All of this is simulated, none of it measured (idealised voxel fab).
process module | voxel wiring stack
cross-section cut | 270 nm wide | cells 5 nm
A cross-section is a grid of square cells, given in bands from the top down. A band is one or more rows of cells.
Each band's line starts with the height of the band's top and of its bottom, in nm. Then come its materials from left to right, each with its width in nm. One material with "throughout" fills the band from edge to edge. "air" is empty space.
Height 0 is the level under which the wafer as received is all one material. The lowest band goes on downwards, as in "0 down".
A width such as "30 to 40" changes by the same amount from each row of cells to the next, from the band's top row to its bottom row.
"no change" after a step means that no cell of the cross-section changed.
closed voids: empty space of 8 cells or more with no open way to the top, each as width x height at its distance from the left edge, in nm
after a step's settings: what the simulator itself notes on the step
overlay nm, on a step with a mask: how far to the right of its planned place the mask lay; to the left if negative
plan
1 op RECEIVE | material Si
2 op CONFORMAL_DEP | material SiO2 | thk nm 10
3 op DIRECTIONAL_DEP | material TiN | thk nm 5
4 op DIRECTIONAL_DEP | material W | thk nm 20
5 op MASKED_ETCH | tone cover | mask id METAL_1 | width nm 25 | pitch nm 55 | etch materials W | depth nm 20 | overlay nm 0
6 op MASKED_ETCH | tone cover | mask id METAL_1 | width nm 25 | pitch nm 55 | etch materials TiN | depth nm 5 | overlay nm 0
7 op CONFORMAL_DEP | material SiCN | thk nm 5
8 op FILL_DEP | material SiO2 | thk nm 5
9 op CMP | height nm 35
10 op CONFORMAL_DEP | material SiCN | thk nm 5
11 op DIRECTIONAL_DEP | material lowk | thk nm 15
12 op DIRECTIONAL_DEP | material aC | thk nm 15
13 op PATTERN | tone open | mask id PLUG_1 | material resist | width nm 15 | pitch nm 55 | thk nm 30 | overlay nm 0
14 op DIRECTIONAL_ETCH | etch materials aC | depth nm 15
15 op STRIP | etch materials resist
16 op DIRECTIONAL_ETCH | etch materials lowk | depth nm 15
17 op DIRECTIONAL_ETCH | etch materials SiCN | depth nm 5
18 op STRIP | etch materials aC
19 op CONFORMAL_DEP | material TiN | thk nm 5
20 op FILL_DEP | material Cu | thk nm 10
21 op CMP | height nm 55
22 op DIRECTIONAL_DEP | material TiN | thk nm 5
23 op DIRECTIONAL_DEP | material Ru | thk nm 20
24 op DIRECTIONAL_DEP | material aC | thk nm 15
25 op PATTERN | tone cover | mask id METAL_2 | material resist | width nm 25 | pitch nm 55 | thk nm 35 | overlay nm 0
26 op DIRECTIONAL_ETCH | etch materials aC | depth nm 15
27 op STRIP | etch materials resist
28 op DIRECTIONAL_ETCH | etch materials Ru | depth nm 20
29 op DIRECTIONAL_ETCH | etch materials TiN | depth nm 5
30 op STRIP | etch materials aC
31 op FILL_DEP | material SiO2 | thk nm 5
32 op CMP | height nm 80
33 op CONFORMAL_DEP | material SiCN | thk nm 5
34 op DIRECTIONAL_DEP | material lowk | thk nm 30
35 op PATTERN | tone open | mask id METAL_3 | material resist | width nm 25 | pitch nm 55 | thk nm 20 | overlay nm 0
36 op DIRECTIONAL_ETCH | etch materials lowk | depth nm 15
37 op STRIP | etch materials resist
38 op DIRECTIONAL_DEP | material aC | thk nm 15
39 op PATTERN | tone open | mask id METAL_3_HOLES | material resist | width nm 15 | thk nm 35 | overlay nm 0
40 op DIRECTIONAL_ETCH | etch materials aC | depth nm 15
41 op STRIP | etch materials resist
42 op DIRECTIONAL_ETCH | etch materials lowk | depth nm 15
43 op DIRECTIONAL_ETCH | etch materials SiCN | depth nm 5
44 op STRIP | etch materials aC
45 op CONFORMAL_DEP | material TiN | thk nm 5
46 op FILL_DEP | material Cu | thk nm 10
47 op CMP | height nm 115
48 op CONFORMAL_DEP | material SiN | thk nm 5
first wafer, as planned
as received, after step 1
  0 down: Si throughout
  closed voids: none
after step 2
  10 to 0: SiO2 throughout
  below 0: unchanged
after step 3
  15 to 10: TiN throughout
  below 10: unchanged
after step 4
  35 to 15: W throughout
  below 15: unchanged
after step 5
  35 to 15: air 95 | W 25 | air 30 | W 25 | air 95
  below 15: unchanged
after step 6
  35 to 15: air 95 | W 25 | air 30 | W 25 | air 95
  15 to 10: air 95 | TiN 25 | air 30 | TiN 25 | air 95
  below 10: unchanged
after step 7
  40 to 35: air 90 | SiCN 35 | air 20 | SiCN 35 | air 90
  35 to 15: air 90 | SiCN 5 | W 25 | SiCN 5 | air 20 | SiCN 5 | W 25 | SiCN 5 | air 90
  15 to 10: SiCN 95 | TiN 25 | SiCN 30 | TiN 25 | SiCN 95
  below 10: unchanged
after step 8
  45 to 40: SiO2 throughout
  40 to 35: SiO2 90 | SiCN 35 | SiO2 20 | SiCN 35 | SiO2 90
  35 to 15: SiO2 90 | SiCN 5 | W 25 | SiCN 5 | SiO2 20 | SiCN 5 | W 25 | SiCN 5 | SiO2 90
  below 15: unchanged
after step 9
  35 to 15: SiO2 90 | SiCN 5 | W 25 | SiCN 5 | SiO2 20 | SiCN 5 | W 25 | SiCN 5 | SiO2 90
  below 15: unchanged
after step 10
  40 to 35: SiCN throughout
  below 35: unchanged
after step 11
  55 to 40: lowk throughout
  below 40: unchanged
after step 12
  70 to 55: aC throughout
  below 55: unchanged
after step 13
  100 to 70: resist 95 | air 15 | resist 40 | air 15 | resist 105
  below 70: unchanged
after step 14
  85 to 70: resist 95 | air 15 | resist 40 | air 15 | resist 105
  70 to 55: aC 95 | air 15 | aC 40 | air 15 | aC 105
  below 55: unchanged
after step 15
  70 to 55: aC 95 | air 15 | aC 40 | air 15 | aC 105
  below 55: unchanged
after step 16
  70 to 55: aC 95 | air 15 | aC 40 | air 15 | aC 105
  55 to 40: lowk 95 | air 15 | lowk 40 | air 15 | lowk 105
  below 40: unchanged
after step 17
  70 to 55: aC 95 | air 15 | aC 40 | air 15 | aC 105
  55 to 40: lowk 95 | air 15 | lowk 40 | air 15 | lowk 105
  40 to 35: SiCN 95 | air 15 | SiCN 40 | air 15 | SiCN 105
  below 35: unchanged
after step 18
  55 to 40: lowk 95 | air 15 | lowk 40 | air 15 | lowk 105
  below 40: unchanged
after step 19
  60 to 55: TiN 100 | air 5 | TiN 50 | air 5 | TiN 110
  55 to 40: lowk 95 | TiN 5 | air 5 | TiN 5 | lowk 40 | TiN 5 | air 5 | TiN 5 | lowk 105
  40 to 35: SiCN 95 | TiN 15 | SiCN 40 | TiN 15 | SiCN 105
  below 35: unchanged
after step 20
  70 to 60: Cu throughout
  60 to 55: TiN 100 | Cu 5 | TiN 50 | Cu 5 | TiN 110
  55 to 40: lowk 95 | TiN 5 | Cu 5 | TiN 5 | lowk 40 | TiN 5 | Cu 5 | TiN 5 | lowk 105
  below 40: unchanged
after step 21
  55 to 40: lowk 95 | TiN 5 | Cu 5 | TiN 5 | lowk 40 | TiN 5 | Cu 5 | TiN 5 | lowk 105
  below 40: unchanged
after step 22
  60 to 55: TiN throughout
  below 55: unchanged
after step 23
  80 to 60: Ru throughout
  below 60: unchanged
after step 24
  95 to 80: aC throughout
  below 80: unchanged
after step 25
  130 to 95: air 95 | resist 25 | air 30 | resist 25 | air 95
  below 95: unchanged
after step 26
  115 to 95: air 95 | resist 25 | air 30 | resist 25 | air 95
  95 to 80: air 95 | aC 25 | air 30 | aC 25 | air 95
  below 80: unchanged
after step 27
  95 to 80: air 95 | aC 25 | air 30 | aC 25 | air 95
  below 80: unchanged
after step 28
  95 to 80: air 95 | aC 25 | air 30 | aC 25 | air 95
  80 to 60: air 95 | Ru 25 | air 30 | Ru 25 | air 95
  below 60: unchanged
after step 29
  95 to 80: air 95 | aC 25 | air 30 | aC 25 | air 95
  80 to 60: air 95 | Ru 25 | air 30 | Ru 25 | air 95
  60 to 55: air 95 | TiN 25 | air 30 | TiN 25 | air 95
  below 55: unchanged
after step 30
  80 to 60: air 95 | Ru 25 | air 30 | Ru 25 | air 95
  below 60: unchanged
after step 31
  85 to 80: SiO2 throughout
  80 to 60: SiO2 95 | Ru 25 | SiO2 30 | Ru 25 | SiO2 95
  60 to 55: SiO2 95 | TiN 25 | SiO2 30 | TiN 25 | SiO2 95
  below 55: unchanged
after step 32
  80 to 60: SiO2 95 | Ru 25 | SiO2 30 | Ru 25 | SiO2 95
  below 60: unchanged
after step 33
  85 to 80: SiCN throughout
  below 80: unchanged
after step 34
  115 to 85: lowk throughout
  below 85: unchanged
after step 35
  135 to 115: resist 95 | air 25 | resist 30 | air 25 | resist 95
  below 115: unchanged
after step 36
  135 to 115: resist 95 | air 25 | resist 30 | air 25 | resist 95
  115 to 100: lowk 95 | air 25 | lowk 30 | air 25 | lowk 95
  below 100: unchanged
after step 37
  115 to 100: lowk 95 | air 25 | lowk 30 | air 25 | lowk 95
  below 100: unchanged
after step 38
  130 to 115: aC 95 | air 25 | aC 30 | air 25 | aC 95
  115 to 100: lowk 95 | aC 25 | lowk 30 | aC 25 | lowk 95
  below 100: unchanged
after step 39
  165 to 130: resist 95 | air 15 | resist 160
  130 to 115: aC 95 | air 15 | resist 10 | aC 30 | resist 25 | aC 95
  below 115: unchanged
after step 40
  150 to 130: resist 95 | air 15 | resist 160
  130 to 115: aC 95 | air 15 | resist 10 | aC 30 | resist 25 | aC 95
  115 to 100: lowk 95 | air 15 | aC 10 | lowk 30 | aC 25 | lowk 95
  below 100: unchanged
after step 41
  130 to 115: aC 95 | air 25 | aC 30 | air 25 | aC 95
  below 115: unchanged
after step 42
  130 to 115: aC 95 | air 25 | aC 30 | air 25 | aC 95
  115 to 100: lowk 95 | air 15 | aC 10 | lowk 30 | aC 25 | lowk 95
  100 to 85: lowk 95 | air 15 | lowk 160
  below 85: unchanged
after step 43
  130 to 115: aC 95 | air 25 | aC 30 | air 25 | aC 95
  115 to 100: lowk 95 | air 15 | aC 10 | lowk 30 | aC 25 | lowk 95
  100 to 85: lowk 95 | air 15 | lowk 160
  85 to 80: SiCN 95 | air 15 | SiCN 160
  below 80: unchanged
after step 44
  115 to 100: lowk 95 | air 25 | lowk 30 | air 25 | lowk 95
  below 100: unchanged
after step 45
  120 to 115: TiN 100 | air 15 | TiN 40 | air 15 | TiN 100
  115 to 105: lowk 95 | TiN 5 | air 15 | TiN 5 | lowk 30 | TiN 5 | air 15 | TiN 5 | lowk 95
  105 to 100: lowk 95 | TiN 5 | air 5 | TiN 15 | lowk 30 | TiN 25 | lowk 95
  100 to 85: lowk 95 | TiN 5 | air 5 | TiN 5 | lowk 160
  85 to 80: SiCN 95 | TiN 15 | SiCN 160
  below 80: unchanged
after step 46
  130 to 120: Cu throughout
  120 to 115: TiN 100 | Cu 15 | TiN 40 | Cu 15 | TiN 100
  115 to 105: lowk 95 | TiN 5 | Cu 15 | TiN 5 | lowk 30 | TiN 5 | Cu 15 | TiN 5 | lowk 95
  105 to 100: lowk 95 | TiN 5 | Cu 5 | TiN 15 | lowk 30 | TiN 25 | lowk 95
  100 to 85: lowk 95 | TiN 5 | Cu 5 | TiN 5 | lowk 160
  below 85: unchanged
after step 47
  115 to 105: lowk 95 | TiN 5 | Cu 15 | TiN 5 | lowk 30 | TiN 5 | Cu 15 | TiN 5 | lowk 95
  below 105: unchanged
after step 48
  120 to 115: SiN throughout
  below 115: unchanged
second wafer: like start, like plan, one mistake. Through step 35 it matches the first wafer
when step 36 should have ended
  135 to 115: resist 95 | air 25 | resist 30 | air 25 | resist 95
  115 to 85: lowk 95 | air 25 | lowk 30 | air 25 | lowk 95
  below 85: unchanged
when step 37 should have ended
  115 to 85: lowk 95 | air 25 | lowk 30 | air 25 | lowk 95
  below 85: unchanged
when step 38 should have ended
  130 to 115: aC 95 | air 25 | aC 30 | air 25 | aC 95
  115 to 100: lowk 95 | air 25 | lowk 30 | air 25 | lowk 95
  100 to 85: lowk 95 | aC 25 | lowk 30 | aC 25 | lowk 95
  below 85: unchanged
when step 39 should have ended
  165 to 130: resist 95 | air 15 | resist 160
  130 to 115: aC 95 | air 15 | resist 10 | aC 30 | resist 25 | aC 95
  115 to 100: lowk 95 | air 15 | resist 10 | lowk 30 | resist 25 | lowk 95
  below 100: unchanged
when step 40 should have ended
  150 to 130: resist 95 | air 15 | resist 160
  130 to 115: aC 95 | air 15 | resist 10 | aC 30 | resist 25 | aC 95
  115 to 100: lowk 95 | air 15 | resist 10 | lowk 30 | resist 25 | lowk 95
  100 to 85: lowk 95 | air 15 | aC 10 | lowk 30 | aC 25 | lowk 95
  below 85: unchanged
when step 41 should have ended
  130 to 115: aC 95 | air 25 | aC 30 | air 25 | aC 95
  115 to 100: lowk 95 | air 25 | lowk 30 | air 25 | lowk 95
  below 100: unchanged
when step 42 should have ended: no change
when step 43 should have ended
  130 to 115: aC 95 | air 25 | aC 30 | air 25 | aC 95
  115 to 100: lowk 95 | air 25 | lowk 30 | air 25 | lowk 95
  100 to 85: lowk 95 | air 15 | aC 10 | lowk 30 | aC 25 | lowk 95
  85 to 80: SiCN 95 | air 15 | SiCN 160
  below 80: unchanged
when step 44 should have ended
  115 to 85: lowk 95 | air 25 | lowk 30 | air 25 | lowk 95
  below 85: unchanged
when step 45 should have ended
  120 to 115: TiN 100 | air 15 | TiN 40 | air 15 | TiN 100
  115 to 90: lowk 95 | TiN 5 | air 15 | TiN 5 | lowk 30 | TiN 5 | air 15 | TiN 5 | lowk 95
  90 to 85: lowk 95 | TiN 5 | air 5 | TiN 15 | lowk 30 | TiN 25 | lowk 95
  85 to 80: SiCN 95 | TiN 15 | SiCN 160
  below 80: unchanged
when step 46 should have ended
  130 to 120: Cu throughout
  120 to 115: TiN 100 | Cu 15 | TiN 40 | Cu 15 | TiN 100
  115 to 90: lowk 95 | TiN 5 | Cu 15 | TiN 5 | lowk 30 | TiN 5 | Cu 15 | TiN 5 | lowk 95
  90 to 85: lowk 95 | TiN 5 | Cu 5 | TiN 15 | lowk 30 | TiN 25 | lowk 95
  below 85: unchanged
when step 47 should have ended
  115 to 90: lowk 95 | TiN 5 | Cu 15 | TiN 5 | lowk 30 | TiN 5 | Cu 15 | TiN 5 | lowk 95
  below 90: unchanged
when step 48 should have ended
  120 to 115: SiN throughout
  below 115: unchanged
what went wrong: step 36 was run twice
at the end the second wafer has, in cells: 15 more of Cu | 6 more of TiN | 21 fewer of lowk
